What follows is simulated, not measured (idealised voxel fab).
Process module, titled voxel wiring stack
It is cross-section cut that appears here, measuring 160 nm in width, its square cells being 5 nm in size.
Cross-section = grid of square cells, listed top down in bands; band = one or more rows. Heads up on the band format: heights come first, top then bottom, in nm. After that it's the materials left to right, each with its width in nm. A single material flagged "edge to edge" fills the whole band edge to edge, and "blank" means there's empty space there. Heads up on the height convention: 0 is the point under which the incoming wafer is all one material, and the lowest band has no bottom, it just keeps going down, like "0..down". Graded width ("30->40"): value in top row of band = first number; value in bottom row = second number; row-to-row change constant. "identical to before" for a step: no cell of the cross-section changed in that step. Under "Enclosed void entries" you'll find the enclosed gaps, the ones with no way out to the top, that are 8 cells or bigger; each reads width x height at distance, with distance counted from the left edge, everything in nm. Note: text after step settings on the step line = simulator remark on that step. "overlay nm" denotes, for a step that has a mask, the displacement of the mask to the right of its planned place, with negative values corresponding to the left.

[List of planned process steps]
step 1: RECEIVE (material Si)
step 2: CONFORMAL_DEP (material SiO2; thk nm 10)
step 3: CONFORMAL_DEP (material SiN; thk nm 5)
step 4: DIRECTIONAL_DEP (material SiO2; thk nm 20)
step 5: DIRECTIONAL_DEP (material aC; thk nm 15)
step 6: PATTERN (tone open; mask id METAL_1; material resist; width nm 25; pitch nm 45; thk nm 30; overlay nm 0)
step 7: DIRECTIONAL_ETCH (etch materials aC; depth nm 15)
step 8: STRIP (etch materials resist)
step 9: DIRECTIONAL_ETCH (etch materials SiO2; depth nm 20)
step 10: DIRECTIONAL_ETCH (etch materials SiN; depth nm 5)
step 11: STRIP (etch materials aC)
step 12: CONFORMAL_DEP (material TiN; thk nm 5)
step 13: FILL_DEP (material Ru; thk nm 5)
step 14: CMP (height nm 35)
step 15: CONFORMAL_DEP (material SiCN; thk nm 5)
step 16: DIRECTIONAL_DEP (material lowk; thk nm 20)
step 17: DIRECTIONAL_DEP (material aC; thk nm 10)
step 18: PATTERN (tone open; mask id PLUG_1; material resist; width nm 15; thk nm 30; overlay nm 0)
step 19: DIRECTIONAL_ETCH (etch materials aC; depth nm 10)
step 20: STRIP (etch materials resist)
step 21: DIRECTIONAL_ETCH (etch materials lowk; depth nm 20)
step 22: DIRECTIONAL_ETCH (etch materials SiCN; depth nm 5)
step 23: STRIP (etch materials aC)
step 24: EPI (material Ru; thk nm 10)
step 25: EPI (material Ru; thk nm 10)
step 26: EPI (material Ru; thk nm 5)
step 27: DIRECTIONAL_DEP (material TiN; thk nm 5)
step 28: DIRECTIONAL_DEP (material Ru; thk nm 20)
step 29: MASKED_ETCH (tone cover; mask id METAL_2; width nm 25; pitch nm 45; etch materials Ru; depth nm 20; overlay nm 0)
step 30: MASKED_ETCH (tone cover; mask id METAL_2; width nm 25; pitch nm 45; etch materials TiN; depth nm 5; overlay nm 0)
step 31: FILL_DEP (material SiO2; thk nm 10)
step 32: CMP (height nm 85)
step 33: CONFORMAL_DEP (material SiCN; thk nm 5)
step 34: DIRECTIONAL_DEP (material lowk; thk nm 35)
step 35: DIRECTIONAL_DEP (material aC; thk nm 15)
step 36: PATTERN (tone open; mask id METAL_3_HOLES; material resist; width nm 15; thk nm 35; overlay nm 0)
step 37: DIRECTIONAL_ETCH (etch materials aC; depth nm 15)
step 38: STRIP (etch materials resist)
step 39: DIRECTIONAL_ETCH (etch materials lowk; depth nm 35)
step 40: STRIP (etch materials aC)
step 41: PATTERN (tone open; mask id METAL_3; material resist; width nm 25; pitch nm 45; thk nm 20; overlay nm 0)
step 42: DIRECTIONAL_ETCH (etch materials lowk; depth nm 20)
step 43: DIRECTIONAL_ETCH (etch materials SiCN; depth nm 5)
step 44: STRIP (etch materials resist)
step 45: CONFORMAL_DEP (material TiN; thk nm 5)
step 46: FILL_DEP (material Cu; thk nm 10)
step 47: CMP (height nm 125)
step 48: CONFORMAL_DEP (material SiCN; thk nm 5)

[first wafer, as planned]

[Cross-section of the incoming wafer, state after step 1]
0..down = Si edge to edge
Enclosed void entries: none

[Cross-sectional representation of the wafer at the conclusion of step 2]
10..0 = SiO2 edge to edge
No changes below 0.

[Cross-sectional representation of the wafer at the conclusion of step 3]
15..10 = SiN edge to edge
No changes below 10.

[Cross-sectional representation of the wafer at the conclusion of step 4]
35..15 = SiO2 edge to edge
No changes below 15.

[Cross-sectional representation of the wafer at the conclusion of step 5]
50..35 = aC edge to edge
No changes below 35.

[Cross-sectional representation of the wafer at the conclusion of step 6]
80..50 = resist: 45  blank: 25  resist: 20  blank: 25  resist: 45
No changes below 50.

[Cross-sectional representation of the wafer at the conclusion of step 7]
65..50 = resist: 45  blank: 25  resist: 20  blank: 25  resist: 45
50..35 = aC: 45  blank: 25  aC: 20  blank: 25  aC: 45
No changes below 35.

[Cross-sectional representation of the wafer at the conclusion of step 8]
50..35 = aC: 45  blank: 25  aC: 20  blank: 25  aC: 45
No changes below 35.

[Cross-sectional representation of the wafer at the conclusion of step 9]
50..35 = aC: 45  blank: 25  aC: 20  blank: 25  aC: 45
35..15 = SiO2: 45  blank: 25  SiO2: 20  blank: 25  SiO2: 45
No changes below 15.

[Cross-sectional representation of the wafer at the conclusion of step 10]
50..35 = aC: 45  blank: 25  aC: 20  blank: 25  aC: 45
35..15 = SiO2: 45  blank: 25  SiO2: 20  blank: 25  SiO2: 45
15..10 = SiN: 45  blank: 25  SiN: 20  blank: 25  SiN: 45
No changes below 10.

[Cross-sectional representation of the wafer at the conclusion of step 11]
35..15 = SiO2: 45  blank: 25  SiO2: 20  blank: 25  SiO2: 45
No changes below 15.

[Cross-sectional representation of the wafer at the conclusion of step 12]
40..35 = TiN: 50  blank: 15  TiN: 30  blank: 15  TiN: 50
35..15 = SiO2: 45  TiN: 5  blank: 15  TiN: 5  SiO2: 20  TiN: 5  blank: 15  TiN: 5  SiO2: 45
15..10 = SiN: 45  TiN: 25  SiN: 20  TiN: 25  SiN: 45
No changes below 10.

[Cross-sectional representation of the wafer at the conclusion of step 13]
45..40 = Ru edge to edge
40..35 = TiN: 50  Ru: 15  TiN: 30  Ru: 15  TiN: 50
35..15 = SiO2: 45  TiN: 5  Ru: 15  TiN: 5  SiO2: 20  TiN: 5  Ru: 15  TiN: 5  SiO2: 45
No changes below 15.

[Cross-sectional representation of the wafer at the conclusion of step 14]
35..15 = SiO2: 45  TiN: 5  Ru: 15  TiN: 5  SiO2: 20  TiN: 5  Ru: 15  TiN: 5  SiO2: 45
No changes below 15.

[Cross-sectional representation of the wafer at the conclusion of step 15]
40..35 = SiCN edge to edge
No changes below 35.

[Cross-sectional representation of the wafer at the conclusion of step 16]
60..40 = lowk edge to edge
No changes below 40.

[Cross-sectional representation of the wafer at the conclusion of step 17]
70..60 = aC edge to edge
No changes below 60.

[Cross-sectional representation of the wafer at the conclusion of step 18]
100..70 = resist: 45  blank: 15  resist: 100
No changes below 70.

[Cross-sectional representation of the wafer at the conclusion of step 19]
90..70 = resist: 45  blank: 15  resist: 100
70..60 = aC: 45  blank: 15  aC: 100
No changes below 60.

[Cross-sectional representation of the wafer at the conclusion of step 20]
70..60 = aC: 45  blank: 15  aC: 100
No changes below 60.

[Cross-sectional representation of the wafer at the conclusion of step 21]
70..60 = aC: 45  blank: 15  aC: 100
60..40 = lowk: 45  blank: 15  lowk: 100
No changes below 40.

[Cross-sectional representation of the wafer at the conclusion of step 22]
70..60 = aC: 45  blank: 15  aC: 100
60..40 = lowk: 45  blank: 15  lowk: 100
40..35 = SiCN: 45  blank: 15  SiCN: 100
No changes below 35.

[Cross-sectional representation of the wafer at the conclusion of step 23]
60..40 = lowk: 45  blank: 15  lowk: 100
No changes below 40.

[Cross-sectional representation of the wafer at the conclusion of step 24]
60..45 = lowk: 45  blank: 15  lowk: 100
45..40 = lowk: 45  Ru: 15  lowk: 100
40..35 = SiCN: 45  Ru: 15  SiCN: 100
No changes below 35.

[Cross-sectional representation of the wafer at the conclusion of step 25]
60..55 = lowk: 45  blank: 15  lowk: 100
55..40 = lowk: 45  Ru: 15  lowk: 100
No changes below 40.

[Cross-sectional representation of the wafer at the conclusion of step 26]
60..40 = lowk: 45  Ru: 15  lowk: 100
No changes below 40.

[Cross-sectional representation of the wafer at the conclusion of step 27]
65..60 = TiN edge to edge
No changes below 60.

[Cross-sectional representation of the wafer at the conclusion of step 28]
85..65 = Ru edge to edge
No changes below 65.

[Cross-sectional representation of the wafer at the conclusion of step 29]
85..65 = blank: 45  Ru: 25  blank: 20  Ru: 25  blank: 45
No changes below 65.

[Cross-sectional representation of the wafer at the conclusion of step 30]
85..65 = blank: 45  Ru: 25  blank: 20  Ru: 25  blank: 45
65..60 = blank: 45  TiN: 25  blank: 20  TiN: 25  blank: 45
No changes below 60.

[Cross-sectional representation of the wafer at the conclusion of step 31]
95..85 = SiO2 edge to edge
85..65 = SiO2: 45  Ru: 25  SiO2: 20  Ru: 25  SiO2: 45
65..60 = SiO2: 45  TiN: 25  SiO2: 20  TiN: 25  SiO2: 45
No changes below 60.

[Cross-sectional representation of the wafer at the conclusion of step 32]
85..65 = SiO2: 45  Ru: 25  SiO2: 20  Ru: 25  SiO2: 45
No changes below 65.

[Cross-sectional representation of the wafer at the conclusion of step 33]
90..85 = SiCN edge to edge
No changes below 85.

[Cross-sectional representation of the wafer at the conclusion of step 34]
125..90 = lowk edge to edge
No changes below 90.

[Cross-sectional representation of the wafer at the conclusion of step 35]
140..125 = aC edge to edge
No changes below 125.

[Cross-sectional representation of the wafer at the conclusion of step 36]
175..140 = resist: 45  blank: 15  resist: 100
No changes below 140.

[Cross-sectional representation of the wafer at the conclusion of step 37]
160..140 = resist: 45  blank: 15  resist: 100
140..125 = aC: 45  blank: 15  aC: 100
No changes below 125.

[Cross-sectional representation of the wafer at the conclusion of step 38]
140..125 = aC: 45  blank: 15  aC: 100
No changes below 125.

[Cross-sectional representation of the wafer at the conclusion of step 39]
140..125 = aC: 45  blank: 15  aC: 100
125..90 = lowk: 45  blank: 15  lowk: 100
No changes below 90.

[Cross-sectional representation of the wafer at the conclusion of step 40]
125..90 = lowk: 45  blank: 15  lowk: 100
No changes below 90.

[Cross-sectional representation of the wafer at the conclusion of step 41]
145..125 = resist: 45  blank: 25  resist: 20  blank: 25  resist: 45
No changes below 125.

[Cross-sectional representation of the wafer at the conclusion of step 42]
145..125 = resist: 45  blank: 25  resist: 20  blank: 25  resist: 45
125..105 = lowk: 45  blank: 25  lowk: 20  blank: 25  lowk: 45
No changes below 105.

[Cross-sectional representation of the wafer at the conclusion of step 43]
145..125 = resist: 45  blank: 25  resist: 20  blank: 25  resist: 45
125..105 = lowk: 45  blank: 25  lowk: 20  blank: 25  lowk: 45
105..90 = lowk: 45  blank: 15  lowk: 100
90..85 = SiCN: 45  blank: 15  SiCN: 100
No changes below 85.

[Cross-sectional representation of the wafer at the conclusion of step 44]
125..105 = lowk: 45  blank: 25  lowk: 20  blank: 25  lowk: 45
No changes below 105.

[Cross-sectional representation of the wafer at the conclusion of step 45]
130..125 = TiN: 50  blank: 15  TiN: 30  blank: 15  TiN: 50
125..110 = lowk: 45  TiN: 5  blank: 15  TiN: 5  lowk: 20  TiN: 5  blank: 15  TiN: 5  lowk: 45
110..105 = lowk: 45  TiN: 5  blank: 5  TiN: 15  lowk: 20  TiN: 25  lowk: 45
105..90 = lowk: 45  TiN: 5  blank: 5  TiN: 5  lowk: 100
90..85 = SiCN: 45  TiN: 15  SiCN: 100
No changes below 85.

[Cross-sectional representation of the wafer at the conclusion of step 46]
140..130 = Cu edge to edge
130..125 = TiN: 50  Cu: 15  TiN: 30  Cu: 15  TiN: 50
125..110 = lowk: 45  TiN: 5  Cu: 15  TiN: 5  lowk: 20  TiN: 5  Cu: 15  TiN: 5  lowk: 45
110..105 = lowk: 45  TiN: 5  Cu: 5  TiN: 15  lowk: 20  TiN: 25  lowk: 45
105..90 = lowk: 45  TiN: 5  Cu: 5  TiN: 5  lowk: 100
No changes below 90.

[Cross-sectional representation of the wafer at the conclusion of step 47]
125..110 = lowk: 45  TiN: 5  Cu: 15  TiN: 5  lowk: 20  TiN: 5  Cu: 15  TiN: 5  lowk: 45
No changes below 110.

[Cross-sectional representation of the wafer at the conclusion of step 48]
130..125 = SiCN edge to edge
No changes below 125.

[Companion wafer, the second of two: same beginning, same intended sequence, one mistake in carrying it out; through step 1 inclusive it tracks the first exactly]

[Cross-section: second wafer, time at which step 2 was scheduled to end]
5..0 = SiN edge to edge
No changes below 0.

[Cross-section: second wafer, time at which step 3 was scheduled to end]
15..5 = SiO2 edge to edge
No changes below 5.

[Cross-section: second wafer, time at which step 4 was scheduled to end]
35..5 = SiO2 edge to edge
No changes below 5.

[Cross-section: second wafer, time at which step 5 was scheduled to end]
50..35 = aC edge to edge
No changes below 35.

[Cross-section: second wafer, time at which step 6 was scheduled to end]
80..50 = resist: 45  blank: 25  resist: 20  blank: 25  resist: 45
No changes below 50.

[Cross-section: second wafer, time at which step 7 was scheduled to end]
65..50 = resist: 45  blank: 25  resist: 20  blank: 25  resist: 45
50..35 = aC: 45  blank: 25  aC: 20  blank: 25  aC: 45
No changes below 35.

[Cross-section: second wafer, time at which step 8 was scheduled to end]
50..35 = aC: 45  blank: 25  aC: 20  blank: 25  aC: 45
No changes below 35.

[Cross-section: second wafer, time at which step 9 was scheduled to end]
50..35 = aC: 45  blank: 25  aC: 20  blank: 25  aC: 45
35..15 = SiO2: 45  blank: 25  SiO2: 20  blank: 25  SiO2: 45
No changes below 15.

Cross-section: second wafer, time at which step 10 was scheduled to end: identical to before

[Cross-section: second wafer, time at which step 11 was scheduled to end]
35..15 = SiO2: 45  blank: 25  SiO2: 20  blank: 25  SiO2: 45
No changes below 15.

[Cross-section: second wafer, time at which step 12 was scheduled to end]
40..35 = TiN: 50  blank: 15  TiN: 30  blank: 15  TiN: 50
35..20 = SiO2: 45  TiN: 5  blank: 15  TiN: 5  SiO2: 20  TiN: 5  blank: 15  TiN: 5  SiO2: 45
20..15 = SiO2: 45  TiN: 25  SiO2: 20  TiN: 25  SiO2: 45
No changes below 15.

[Cross-section: second wafer, time at which step 13 was scheduled to end]
45..40 = Ru edge to edge
40..35 = TiN: 50  Ru: 15  TiN: 30  Ru: 15  TiN: 50
35..20 = SiO2: 45  TiN: 5  Ru: 15  TiN: 5  SiO2: 20  TiN: 5  Ru: 15  TiN: 5  SiO2: 45
No changes below 20.

[Cross-section: second wafer, time at which step 14 was scheduled to end]
35..20 = SiO2: 45  TiN: 5  Ru: 15  TiN: 5  SiO2: 20  TiN: 5  Ru: 15  TiN: 5  SiO2: 45
No changes below 20.

[Cross-section: second wafer, time at which step 15 was scheduled to end]
40..35 = SiCN edge to edge
No changes below 35.

[Cross-section: second wafer, time at which step 16 was scheduled to end]
60..40 = lowk edge to edge
No changes below 40.

[Cross-section: second wafer, time at which step 17 was scheduled to end]
70..60 = aC edge to edge
No changes below 60.

[Cross-section: second wafer, time at which step 18 was scheduled to end]
100..70 = resist: 45  blank: 15  resist: 100
No changes below 70.

[Cross-section: second wafer, time at which step 19 was scheduled to end]
90..70 = resist: 45  blank: 15  resist: 100
70..60 = aC: 45  blank: 15  aC: 100
No changes below 60.

[Cross-section: second wafer, time at which step 20 was scheduled to end]
70..60 = aC: 45  blank: 15  aC: 100
No changes below 60.

[Cross-section: second wafer, time at which step 21 was scheduled to end]
70..60 = aC: 45  blank: 15  aC: 100
60..40 = lowk: 45  blank: 15  lowk: 100
No changes below 40.

[Cross-section: second wafer, time at which step 22 was scheduled to end]
70..60 = aC: 45  blank: 15  aC: 100
60..40 = lowk: 45  blank: 15  lowk: 100
40..35 = SiCN: 45  blank: 15  SiCN: 100
No changes below 35.

[Cross-section: second wafer, time at which step 23 was scheduled to end]
60..40 = lowk: 45  blank: 15  lowk: 100
No changes below 40.

[Cross-section: second wafer, time at which step 24 was scheduled to end]
60..45 = lowk: 45  blank: 15  lowk: 100
45..40 = lowk: 45  Ru: 15  lowk: 100
40..35 = SiCN: 45  Ru: 15  SiCN: 100
No changes below 35.

[Cross-section: second wafer, time at which step 25 was scheduled to end]
60..55 = lowk: 45  blank: 15  lowk: 100
55..40 = lowk: 45  Ru: 15  lowk: 100
No changes below 40.

[Cross-section: second wafer, time at which step 26 was scheduled to end]
60..40 = lowk: 45  Ru: 15  lowk: 100
No changes below 40.

[Cross-section: second wafer, time at which step 27 was scheduled to end]
65..60 = TiN edge to edge
No changes below 60.

[Cross-section: second wafer, time at which step 28 was scheduled to end]
85..65 = Ru edge to edge
No changes below 65.

[Cross-section: second wafer, time at which step 29 was scheduled to end]
85..65 = blank: 45  Ru: 25  blank: 20  Ru: 25  blank: 45
No changes below 65.

[Cross-section: second wafer, time at which step 30 was scheduled to end]
85..65 = blank: 45  Ru: 25  blank: 20  Ru: 25  blank: 45
65..60 = blank: 45  TiN: 25  blank: 20  TiN: 25  blank: 45
No changes below 60.

[Cross-section: second wafer, time at which step 31 was scheduled to end]
95..85 = SiO2 edge to edge
85..65 = SiO2: 45  Ru: 25  SiO2: 20  Ru: 25  SiO2: 45
65..60 = SiO2: 45  TiN: 25  SiO2: 20  TiN: 25  SiO2: 45
No changes below 60.

[Cross-section: second wafer, time at which step 32 was scheduled to end]
85..65 = SiO2: 45  Ru: 25  SiO2: 20  Ru: 25  SiO2: 45
No changes below 65.

[Cross-section: second wafer, time at which step 33 was scheduled to end]
90..85 = SiCN edge to edge
No changes below 85.

[Cross-section: second wafer, time at which step 34 was scheduled to end]
125..90 = lowk edge to edge
No changes below 90.

[Cross-section: second wafer, time at which step 35 was scheduled to end]
140..125 = aC edge to edge
No changes below 125.

[Cross-section: second wafer, time at which step 36 was scheduled to end]
175..140 = resist: 45  blank: 15  resist: 100
No changes below 140.

[Cross-section: second wafer, time at which step 37 was scheduled to end]
160..140 = resist: 45  blank: 15  resist: 100
140..125 = aC: 45  blank: 15  aC: 100
No changes below 125.

[Cross-section: second wafer, time at which step 38 was scheduled to end]
140..125 = aC: 45  blank: 15  aC: 100
No changes below 125.

[Cross-section: second wafer, time at which step 39 was scheduled to end]
140..125 = aC: 45  blank: 15  aC: 100
125..90 = lowk: 45  blank: 15  lowk: 100
No changes below 90.

[Cross-section: second wafer, time at which step 40 was scheduled to end]
125..90 = lowk: 45  blank: 15  lowk: 100
No changes below 90.

[Cross-section: second wafer, time at which step 41 was scheduled to end]
145..125 = resist: 45  blank: 25  resist: 20  blank: 25  resist: 45
No changes below 125.

[Cross-section: second wafer, time at which step 42 was scheduled to end]
145..125 = resist: 45  blank: 25  resist: 20  blank: 25  resist: 45
125..105 = lowk: 45  blank: 25  lowk: 20  blank: 25  lowk: 45
No changes below 105.

[Cross-section: second wafer, time at which step 43 was scheduled to end]
145..125 = resist: 45  blank: 25  resist: 20  blank: 25  resist: 45
125..105 = lowk: 45  blank: 25  lowk: 20  blank: 25  lowk: 45
105..90 = lowk: 45  blank: 15  lowk: 100
90..85 = SiCN: 45  blank: 15  SiCN: 100
No changes below 85.

[Cross-section: second wafer, time at which step 44 was scheduled to end]
125..105 = lowk: 45  blank: 25  lowk: 20  blank: 25  lowk: 45
No changes below 105.

[Cross-section: second wafer, time at which step 45 was scheduled to end]
130..125 = TiN: 50  blank: 15  TiN: 30  blank: 15  TiN: 50
125..110 = lowk: 45  TiN: 5  blank: 15  TiN: 5  lowk: 20  TiN: 5  blank: 15  TiN: 5  lowk: 45
110..105 = lowk: 45  TiN: 5  blank: 5  TiN: 15  lowk: 20  TiN: 25  lowk: 45
105..90 = lowk: 45  TiN: 5  blank: 5  TiN: 5  lowk: 100
90..85 = SiCN: 45  TiN: 15  SiCN: 100
No changes below 85.

[Cross-section: second wafer, time at which step 46 was scheduled to end]
140..130 = Cu edge to edge
130..125 = TiN: 50  Cu: 15  TiN: 30  Cu: 15  TiN: 50
125..110 = lowk: 45  TiN: 5  Cu: 15  TiN: 5  lowk: 20  TiN: 5  Cu: 15  TiN: 5  lowk: 45
110..105 = lowk: 45  TiN: 5  Cu: 5  TiN: 15  lowk: 20  TiN: 25  lowk: 45
105..90 = lowk: 45  TiN: 5  Cu: 5  TiN: 5  lowk: 100
No changes below 90.

[Cross-section: second wafer, time at which step 47 was scheduled to end]
125..110 = lowk: 45  TiN: 5  Cu: 15  TiN: 5  lowk: 20  TiN: 5  Cu: 15  TiN: 5  lowk: 45
No changes below 110.

[Cross-section: second wafer, time at which step 48 was scheduled to end]
130..125 = SiCN edge to edge
No changes below 125.
What broke from the plan during processing? so 2 and 3 got swapped relative to the plan, each ran where the other was supposed to
End check, counted in cells, second wafer has more or fewer of these materials than the first: 6 fewer of Ru; 10 more of SiN; 4 fewer of TiN
